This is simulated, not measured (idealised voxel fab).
Module name: voxel self aligned vias (process module)
Section cut is 195 nm wide and gridded with 5 nm square cells.
In what follows, cross-sections appear as grids of square cells, described through bands that run from the top down, where every band is one or more rows of cells. What a band's entry tells you: where the top is and where the bottom is, as heights in nm, and after that what lies inside, material by material from left to right, each with its width in nm. Empty space is written as the word "empty", and a single material marked with the word "everywhere" occupies the band from edge to edge. Zero point of the height axis is 0; under it, received wafer = one material. Lowest band: continues down indefinitely, "0 and below". The notation "30 to 40" denotes a width that varies across the rows of cells in the band, beginning at the first number in the top row, finishing at the second number in the bottom row, and changing by an identical amount from each row to the next. "nothing changed" -> step changed no cross-section cell. Basically, "Enclosed internal cavities" tells you about the enclosed voids: empty spaces with no open way to the top, 8 cells or bigger, each written width x height at distance, where distance is from the left edge, all in nm. Read whatever lies past the settings on a step's line as the simulator's own remark about the step. overlay nm: mask offset rightward from planned place, masked step; negative means leftward offset.
## Process steps - plan
| 1 | RECEIVE,material Si |
| 2 | CONFORMAL_DEP,material SiO2,thk nm 10 |
| 3 | CONFORMAL_DEP,material SiCN,thk nm 5 |
| 4 | DIRECTIONAL_DEP,material SiO2,thk nm 20 |
| 5 | MASKED_ETCH,tone open,mask id LINES,width nm 25,pitch nm 65,etch materials SiO2,depth nm 20,overlay nm 0 |
| 6 | CONFORMAL_DEP,material TiN,thk nm 5 |
| 7 | FILL_DEP,material Ru,thk nm 5 |
| 8 | CMP,height nm 35 |
| 9 | SELECTIVE_ETCH,etch materials W Ru TiN,depth nm 5 |
| 10 | FILL_DEP,material SiN,thk nm 5 |
| 11 | CMP,height nm 35 |
| 12 | DIRECTIONAL_DEP,material SiO2,thk nm 15 |
| 13 | DIRECTIONAL_DEP,material aC,thk nm 10 |
| 14 | PATTERN,tone open,mask id VIAS,material resist,width nm 45,thk nm 25,overlay nm 0 |
| 15 | DIRECTIONAL_ETCH,etch materials aC,depth nm 10 |
| 16 | STRIP,etch materials resist |
| 17 | DIRECTIONAL_ETCH,etch materials SiO2,depth nm 15 |
| 18 | DIRECTIONAL_ETCH,etch materials SiN,depth nm 5 |
| 19 | STRIP,etch materials aC |
| 20 | CONFORMAL_DEP,material TiN,thk nm 5 |
| 21 | FILL_DEP,material Cu,thk nm 10 |
| 22 | CMP,height nm 50 |
| 23 | CONFORMAL_DEP,material SiCN,thk nm 5 |
## Wafer cross-section on receipt, i.e. after step 1
    0 and below | Si everywhere
    Enclosed internal cavities: none
## Final cross-section, module run with one mistake (start and plan as above)
    55 down to 50 | SiCN everywhere
    50 down to 40 | SiO2 45  TiN 5  Cu 35  TiN 5  SiO2 105
    40 down to 35 | SiO2 45  TiN 10  Cu 15  TiN 20  SiO2 105
    35 down to 30 | SiO2 50  TiN 25  SiO2 40  SiN 25  SiO2 55
    30 down to 20 | SiO2 50  TiN 5  Ru 15  TiN 5  SiO2 40  TiN 5  Ru 15  TiN 5  SiO2 55
    20 down to 15 | SiO2 50  TiN 25  SiO2 40  TiN 25  SiO2 55
    15 down to 10 | SiCN everywhere
    10 down to 0 | SiO2 everywhere
    0 and below | Si everywhere
    Enclosed internal cavities: none
Finding, execution versus plan: step 14 was processed under conditions differing from the plan, specifically as PATTERN,tone open,mask id VIAS,material resist,width nm 45,thk nm 25,overlay nm 5
